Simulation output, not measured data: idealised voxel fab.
Process module, titled voxel double patterning
Square cells of 5 nm make up the cross-section cut, whose width is 230 nm.
When this document writes out a cross-section, it uses a grid of square cells and lists it as bands, beginning at the top and moving down, with a band standing for one or more rows of cells.
Band entry format. Leading values: height of top, height of bottom, nm. Remainder: materials in left-to-right order, each with its width in nm. Special words: "full width" on a single material, which then fills the band edge to edge; "blank", empty space.
A quick word on heights: they are counted from 0, and under that level the wafer as it came to us is one material throughout. The lowest band is different from the rest in having no bottom; it simply continues downward, written as in "top 0, no bottom".
Top row gets the first number, bottom row gets the second, and each row in between changes by the same step: that is how a band width like "30 to 40" works.
Step note "identical to before" = no cross-section cell changed.
Heads up: "Voids, sealed" only lists the empty pockets with no open path to the top that are 8 cells or more, and it writes them as width x height at distance, distance from the left edge, in nm.
If you see something after the settings on a step's line, that's the simulator's own remark about that step.
overlay nm: on a step with a mask, how far right of its planned place the mask lay; negative means left.

-- Listed below are the process steps as planned
1,RECEIVE,material Si
2,CONFORMAL_DEP,material SiO2,thk nm 5
3,DIRECTIONAL_DEP,material W,thk nm 20
4,DIRECTIONAL_DEP,material SiCN,thk nm 10
5,DIRECTIONAL_DEP,material aC,thk nm 10
6,PATTERN,tone open,mask id FIRST,material resist,width nm 15,pitch nm 50,thk nm 25,overlay nm 0
7,DIRECTIONAL_ETCH,etch materials aC,depth nm 10
8,STRIP,etch materials resist
9,DIRECTIONAL_ETCH,etch materials SiCN,depth nm 10
10,STRIP,etch materials aC
11,MASKED_ETCH,tone open,mask id SECOND,width nm 15,pitch nm 50,etch materials SiCN,depth nm 10,overlay nm 0
12,DIRECTIONAL_ETCH,etch materials W,depth nm 20
13,STRIP,etch materials SiCN

-- Cross-section of the wafer upon arrival, representing the state reached after step 1
    top 0, no bottom  Si full width
    Voids, sealed: none

-- End-of-module cross-section. Starting structure and process plan as above; one mistake made in running it
    top 45, bottom 25  55 W / 15 blank / 10 W / 15 blank / 10 W / 15 blank / 10 W / 15 blank / 10 W / 15 blank / 60 W
    top 25, bottom 5  W full width
    top 5, bottom 0  SiO2 full width
    top 0, no bottom  Si full width
    Voids, sealed: none
Against the plan, the run slipped here: step 3 of the plan was performed twice
